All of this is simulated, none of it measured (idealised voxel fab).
Title: Process Module voxel wiring stack
The figure presents cross-section cut, which has a width of 190 nm and is divided into square cells with an edge length of 5 nm.
This document writes a cross-section as a grid whose cells are square, and gives it as bands, listed from the top down; one or more rows of cells form a band.
First you get the band's top height and its bottom height, in nm, and then the materials it's made of, left to right, with each width in nm. If you see a single material with "everywhere", that one covers the band edge to edge. "empty" is empty space.
Height reference: 0 = level under which incoming wafer is all one material. Lowest band: no bottom, runs on downward, e.g. "0..down".
Width: "30->40" (first number = top row, second number = bottom row, same change from row to row of cells).
"left unchanged" -> step changed no cross-section cell.
Look at "Enclosed void catalog" for the closed voids: empty spaces with no open path to the top, sized 8 cells or up. Each is width x height at distance, distance from the left edge, all nm.
Anything after a step's settings on that line? It's the simulator's own note about the step.
overlay nm: step with mask; distance mask lay right of planned place; negative value = left of planned place.
Here's what the planned process steps look like:
| 1 | op RECEIVE | material Si |
| 2 | op CONFORMAL_DEP | material SiO2 | thk nm 15 |
| 3 | op CONFORMAL_DEP | material SiN | thk nm 5 |
| 4 | op DIRECTIONAL_DEP | material SiO2 | thk nm 20 |
| 5 | op PATTERN | tone open | mask id METAL_1 | material resist | width nm 25 | pitch nm 40 | thk nm 20 | overlay nm 0 |
| 6 | op DIRECTIONAL_ETCH | etch materials SiO2 | depth nm 20 |
| 7 | op DIRECTIONAL_ETCH | etch materials SiN | depth nm 5 |
| 8 | op STRIP | etch materials resist |
| 9 | op CONFORMAL_DEP | material TiN | thk nm 5 |
| 10 | op FILL_DEP | material W | thk nm 5 |
| 11 | op CMP | height nm 40 |
| 12 | op EPI | material Ru | thk nm 5 |
| 13 | op FILL_DEP | material SiCN | thk nm 5 |
| 14 | op DIRECTIONAL_DEP | material SiO2 | thk nm 30 |
| 15 | op DIRECTIONAL_DEP | material aC | thk nm 10 |
| 16 | op PATTERN | tone open | mask id METAL_2 | material resist | width nm 25 | pitch nm 40 | thk nm 30 | overlay nm 0 |
| 17 | op DIRECTIONAL_ETCH | etch materials aC | depth nm 10 |
| 18 | op STRIP | etch materials resist |
| 19 | op DIRECTIONAL_ETCH | etch materials SiO2 | depth nm 15 |
| 20 | op STRIP | etch materials aC |
| 21 | op PATTERN | tone open | mask id METAL_2_HOLES | material resist | width nm 15 | thk nm 15 | overlay nm 0 |
| 22 | op DIRECTIONAL_ETCH | etch materials SiO2 | depth nm 15 |
| 23 | op DIRECTIONAL_ETCH | etch materials SiCN | depth nm 5 |
| 24 | op STRIP | etch materials resist |
| 25 | op CONFORMAL_DEP | material TiN | thk nm 5 |
| 26 | op FILL_DEP | material Ru | thk nm 10 |
| 27 | op CMP | height nm 80 |
| 28 | op CONFORMAL_DEP | material SiCN | thk nm 5 |
| 29 | op DIRECTIONAL_DEP | material SiO2 | thk nm 15 |
| 30 | op DIRECTIONAL_DEP | material aC | thk nm 15 |
| 31 | op PATTERN | tone open | mask id PLUG_2 | material resist | width nm 15 | thk nm 35 | overlay nm 0 |
| 32 | op DIRECTIONAL_ETCH | etch materials aC | depth nm 15 |
| 33 | op STRIP | etch materials resist |
| 34 | op DIRECTIONAL_ETCH | etch materials SiO2 | depth nm 15 |
| 35 | op DIRECTIONAL_ETCH | etch materials SiCN | depth nm 5 |
| 36 | op STRIP | etch materials aC |
| 37 | op CONFORMAL_DEP | material TiN | thk nm 5 |
| 38 | op FILL_DEP | material Ru | thk nm 5 |
| 39 | op CMP | height nm 100 |
| 40 | op DIRECTIONAL_DEP | material TiN | thk nm 5 |
| 41 | op DIRECTIONAL_DEP | material W | thk nm 20 |
| 42 | op PATTERN | tone cover | mask id METAL_3 | material resist | width nm 25 | pitch nm 40 | thk nm 20 | overlay nm 0 |
| 43 | op DIRECTIONAL_ETCH | etch materials W | depth nm 20 |
| 44 | op DIRECTIONAL_ETCH | etch materials TiN | depth nm 5 |
| 45 | op STRIP | etch materials resist |
| 46 | op CONFORMAL_DEP | material SiN | thk nm 5 |
| 47 | op FILL_DEP | material SiO2 | thk nm 5 |
| 48 | op CMP | height nm 125 |
| 49 | op CONFORMAL_DEP | material SiCN | thk nm 5 |
First of the two wafers, run per plan:
Step 1 complete: cross-section of the wafer as received:
0..down  Si everywhere
Enclosed void catalog: none
After step 2, in cross-section:
15..0  SiO2 everywhere
Anything lower than 0 is untouched.
After step 3, in cross-section:
20..15  SiN everywhere
Anything lower than 15 is untouched.
After step 4, in cross-section:
40..20  SiO2 everywhere
Anything lower than 20 is untouched.
After step 5, in cross-section:
60..40  resist: 60 | empty: 25 | resist: 15 | empty: 25 | resist: 65
Anything lower than 40 is untouched.
After step 6, in cross-section:
60..40  resist: 60 | empty: 25 | resist: 15 | empty: 25 | resist: 65
40..20  SiO2: 60 | empty: 25 | SiO2: 15 | empty: 25 | SiO2: 65
Anything lower than 20 is untouched.
After step 7, in cross-section:
60..40  resist: 60 | empty: 25 | resist: 15 | empty: 25 | resist: 65
40..20  SiO2: 60 | empty: 25 | SiO2: 15 | empty: 25 | SiO2: 65
20..15  SiN: 60 | empty: 25 | SiN: 15 | empty: 25 | SiN: 65
Anything lower than 15 is untouched.
After step 8, in cross-section:
40..20  SiO2: 60 | empty: 25 | SiO2: 15 | empty: 25 | SiO2: 65
Anything lower than 20 is untouched.
After step 9, in cross-section:
45..40  TiN: 65 | empty: 15 | TiN: 25 | empty: 15 | TiN: 70
40..20  SiO2: 60 | TiN: 5 | empty: 15 | TiN: 5 | SiO2: 15 | TiN: 5 | empty: 15 | TiN: 5 | SiO2: 65
20..15  SiN: 60 | TiN: 25 | SiN: 15 | TiN: 25 | SiN: 65
Anything lower than 15 is untouched.
After step 10, in cross-section:
50..45  W everywhere
45..40  TiN: 65 | W: 15 | TiN: 25 | W: 15 | TiN: 70
40..20  SiO2: 60 | TiN: 5 | W: 15 | TiN: 5 | SiO2: 15 | TiN: 5 | W: 15 | TiN: 5 | SiO2: 65
Anything lower than 20 is untouched.
After step 11, in cross-section:
40..20  SiO2: 60 | TiN: 5 | W: 15 | TiN: 5 | SiO2: 15 | TiN: 5 | W: 15 | TiN: 5 | SiO2: 65
Anything lower than 20 is untouched.
After step 12, in cross-section:
45..40  empty: 55 | Ru: 35 | empty: 5 | Ru: 35 | empty: 60
Anything lower than 40 is untouched.
After step 13, in cross-section:
50..45  SiCN everywhere
45..40  SiCN: 55 | Ru: 35 | SiCN: 5 | Ru: 35 | SiCN: 60
Anything lower than 40 is untouched.
After step 14, in cross-section:
80..50  SiO2 everywhere
Anything lower than 50 is untouched.
After step 15, in cross-section:
90..80  aC everywhere
Anything lower than 80 is untouched.
After step 16, in cross-section:
120..90  resist: 60 | empty: 25 | resist: 15 | empty: 25 | resist: 65
Anything lower than 90 is untouched.
After step 17, in cross-section:
110..90  resist: 60 | empty: 25 | resist: 15 | empty: 25 | resist: 65
90..80  aC: 60 | empty: 25 | aC: 15 | empty: 25 | aC: 65
Anything lower than 80 is untouched.
After step 18, in cross-section:
90..80  aC: 60 | empty: 25 | aC: 15 | empty: 25 | aC: 65
Anything lower than 80 is untouched.
After step 19, in cross-section:
90..80  aC: 60 | empty: 25 | aC: 15 | empty: 25 | aC: 65
80..65  SiO2: 60 | empty: 25 | SiO2: 15 | empty: 25 | SiO2: 65
Anything lower than 65 is untouched.
After step 20, in cross-section:
80..65  SiO2: 60 | empty: 25 | SiO2: 15 | empty: 25 | SiO2: 65
Anything lower than 65 is untouched.
After step 21, in cross-section:
95..80  resist: 60 | empty: 15 | resist: 115
80..65  SiO2: 60 | empty: 15 | resist: 10 | SiO2: 15 | resist: 25 | SiO2: 65
Anything lower than 65 is untouched.
After step 22, in cross-section:
95..80  resist: 60 | empty: 15 | resist: 115
80..65  SiO2: 60 | empty: 15 | resist: 10 | SiO2: 15 | resist: 25 | SiO2: 65
65..50  SiO2: 60 | empty: 15 | SiO2: 115
Anything lower than 50 is untouched.
After step 23, in cross-section:
95..80  resist: 60 | empty: 15 | resist: 115
80..65  SiO2: 60 | empty: 15 | resist: 10 | SiO2: 15 | resist: 25 | SiO2: 65
65..50  SiO2: 60 | empty: 15 | SiO2: 115
50..45  SiCN: 60 | empty: 15 | SiCN: 115
Anything lower than 45 is untouched.
After step 24, in cross-section:
80..65  SiO2: 60 | empty: 25 | SiO2: 15 | empty: 25 | SiO2: 65
Anything lower than 65 is untouched.
After step 25, in cross-section:
85..80  TiN: 65 | empty: 15 | TiN: 25 | empty: 15 | TiN: 70
80..70  SiO2: 60 | TiN: 5 | empty: 15 | TiN: 5 | SiO2: 15 | TiN: 5 | empty: 15 | TiN: 5 | SiO2: 65
70..65  SiO2: 60 | TiN: 5 | empty: 5 | TiN: 15 | SiO2: 15 | TiN: 25 | SiO2: 65
65..50  SiO2: 60 | TiN: 5 | empty: 5 | TiN: 5 | SiO2: 115
50..45  SiCN: 60 | TiN: 15 | SiCN: 115
Anything lower than 45 is untouched.
After step 26, in cross-section:
95..85  Ru everywhere
85..80  TiN: 65 | Ru: 15 | TiN: 25 | Ru: 15 | TiN: 70
80..70  SiO2: 60 | TiN: 5 | Ru: 15 | TiN: 5 | SiO2: 15 | TiN: 5 | Ru: 15 | TiN: 5 | SiO2: 65
70..65  SiO2: 60 | TiN: 5 | Ru: 5 | TiN: 15 | SiO2: 15 | TiN: 25 | SiO2: 65
65..50  SiO2: 60 | TiN: 5 | Ru: 5 | TiN: 5 | SiO2: 115
Anything lower than 50 is untouched.
After step 27, in cross-section:
80..70  SiO2: 60 | TiN: 5 | Ru: 15 | TiN: 5 | SiO2: 15 | TiN: 5 | Ru: 15 | TiN: 5 | SiO2: 65
Anything lower than 70 is untouched.
After step 28, in cross-section:
85..80  SiCN everywhere
Anything lower than 80 is untouched.
After step 29, in cross-section:
100..85  SiO2 everywhere
Anything lower than 85 is untouched.
After step 30, in cross-section:
115..100  aC everywhere
Anything lower than 100 is untouched.
After step 31, in cross-section:
150..115  resist: 60 | empty: 15 | resist: 115
Anything lower than 115 is untouched.
After step 32, in cross-section:
135..115  resist: 60 | empty: 15 | resist: 115
115..100  aC: 60 | empty: 15 | aC: 115
Anything lower than 100 is untouched.
After step 33, in cross-section:
115..100  aC: 60 | empty: 15 | aC: 115
Anything lower than 100 is untouched.
After step 34, in cross-section:
115..100  aC: 60 | empty: 15 | aC: 115
100..85  SiO2: 60 | empty: 15 | SiO2: 115
Anything lower than 85 is untouched.
After step 35, in cross-section:
115..100  aC: 60 | empty: 15 | aC: 115
100..85  SiO2: 60 | empty: 15 | SiO2: 115
85..80  SiCN: 60 | empty: 15 | SiCN: 115
Anything lower than 80 is untouched.
After step 36, in cross-section:
100..85  SiO2: 60 | empty: 15 | SiO2: 115
Anything lower than 85 is untouched.
After step 37, in cross-section:
105..100  TiN: 65 | empty: 5 | TiN: 120
100..85  SiO2: 60 | TiN: 5 | empty: 5 | TiN: 5 | SiO2: 115
85..80  SiCN: 60 | TiN: 15 | SiCN: 115
Anything lower than 80 is untouched.
After step 38, in cross-section:
110..105  Ru everywhere
105..100  TiN: 65 | Ru: 5 | TiN: 120
100..85  SiO2: 60 | TiN: 5 | Ru: 5 | TiN: 5 | SiO2: 115
Anything lower than 85 is untouched.
After step 39, in cross-section:
100..85  SiO2: 60 | TiN: 5 | Ru: 5 | TiN: 5 | SiO2: 115
Anything lower than 85 is untouched.
After step 40, in cross-section:
105..100  TiN everywhere
Anything lower than 100 is untouched.
After step 41, in cross-section:
125..105  W everywhere
Anything lower than 105 is untouched.
After step 42, in cross-section:
145..125  empty: 60 | resist: 25 | empty: 15 | resist: 25 | empty: 65
Anything lower than 125 is untouched.
After step 43, in cross-section:
145..125  empty: 60 | resist: 25 | empty: 15 | resist: 25 | empty: 65
125..105  empty: 60 | W: 25 | empty: 15 | W: 25 | empty: 65
Anything lower than 105 is untouched.
After step 44, in cross-section:
145..125  empty: 60 | resist: 25 | empty: 15 | resist: 25 | empty: 65
125..105  empty: 60 | W: 25 | empty: 15 | W: 25 | empty: 65
105..100  empty: 60 | TiN: 25 | empty: 15 | TiN: 25 | empty: 65
Anything lower than 100 is untouched.
After step 45, in cross-section:
125..105  empty: 60 | W: 25 | empty: 15 | W: 25 | empty: 65
Anything lower than 105 is untouched.
After step 46, in cross-section:
130..125  empty: 55 | SiN: 35 | empty: 5 | SiN: 35 | empty: 60
125..105  empty: 55 | SiN: 5 | W: 25 | SiN: 5 | empty: 5 | SiN: 5 | W: 25 | SiN: 5 | empty: 60
105..100  SiN: 60 | TiN: 25 | SiN: 15 | TiN: 25 | SiN: 65
Anything lower than 100 is untouched.
After step 47, in cross-section:
135..130  SiO2 everywhere
130..125  SiO2: 55 | SiN: 35 | SiO2: 5 | SiN: 35 | SiO2: 60
125..105  SiO2: 55 | SiN: 5 | W: 25 | SiN: 5 | SiO2: 5 | SiN: 5 | W: 25 | SiN: 5 | SiO2: 60
Anything lower than 105 is untouched.
After step 48, in cross-section:
125..105  SiO2: 55 | SiN: 5 | W: 25 | SiN: 5 | SiO2: 5 | SiN: 5 | W: 25 | SiN: 5 | SiO2: 60
Anything lower than 105 is untouched.
After step 49, in cross-section:
130..125  SiCN everywhere
Anything lower than 125 is untouched.
Second wafer: same start and same plan as the first, one execution error; identical to the first through step 41:
At the planned end of step 42, the second wafer in cross-section:
145..125  resist: 60 | empty: 25 | resist: 15 | empty: 25 | resist: 65
Anything lower than 125 is untouched.
At the planned end of step 43, the second wafer in cross-section:
145..125  resist: 60 | empty: 25 | resist: 15 | empty: 25 | resist: 65
125..105  W: 60 | empty: 25 | W: 15 | empty: 25 | W: 65
Anything lower than 105 is untouched.
At the planned end of step 44, the second wafer in cross-section:
145..125  resist: 60 | empty: 25 | resist: 15 | empty: 25 | resist: 65
125..105  W: 60 | empty: 25 | W: 15 | empty: 25 | W: 65
105..100  TiN: 60 | empty: 25 | TiN: 15 | empty: 25 | TiN: 65
Anything lower than 100 is untouched.
At the planned end of step 45, the second wafer in cross-section:
125..105  W: 60 | empty: 25 | W: 15 | empty: 25 | W: 65
Anything lower than 105 is untouched.
At the planned end of step 46, the second wafer in cross-section:
130..125  SiN: 65 | empty: 15 | SiN: 25 | empty: 15 | SiN: 70
125..105  W: 60 | SiN: 5 | empty: 15 | SiN: 5 | W: 15 | SiN: 5 | empty: 15 | SiN: 5 | W: 65
105..100  TiN: 60 | SiN: 25 | TiN: 15 | SiN: 25 | TiN: 65
Anything lower than 100 is untouched.
At the planned end of step 47, the second wafer in cross-section:
135..130  SiO2 everywhere
130..125  SiN: 65 | SiO2: 15 | SiN: 25 | SiO2: 15 | SiN: 70
125..105  W: 60 | SiN: 5 | SiO2: 15 | SiN: 5 | W: 15 | SiN: 5 | SiO2: 15 | SiN: 5 | W: 65
Anything lower than 105 is untouched.
At the planned end of step 48, the second wafer in cross-section:
125..105  W: 60 | SiN: 5 | SiO2: 15 | SiN: 5 | W: 15 | SiN: 5 | SiO2: 15 | SiN: 5 | W: 65
Anything lower than 105 is untouched.
At the planned end of step 49, the second wafer in cross-section:
130..125  SiCN everywhere
Anything lower than 125 is untouched.
What was done differently from what was planned? planned and actual differ for step 42; actual: op PATTERN | tone open | mask id METAL_3 | material resist | width nm 25 | pitch nm 40 | thk nm 20 | overlay nm 0
Cell-count delta at end, second wafer over first, by material: SiN -18, SiO2 -72, TiN +18, W +72
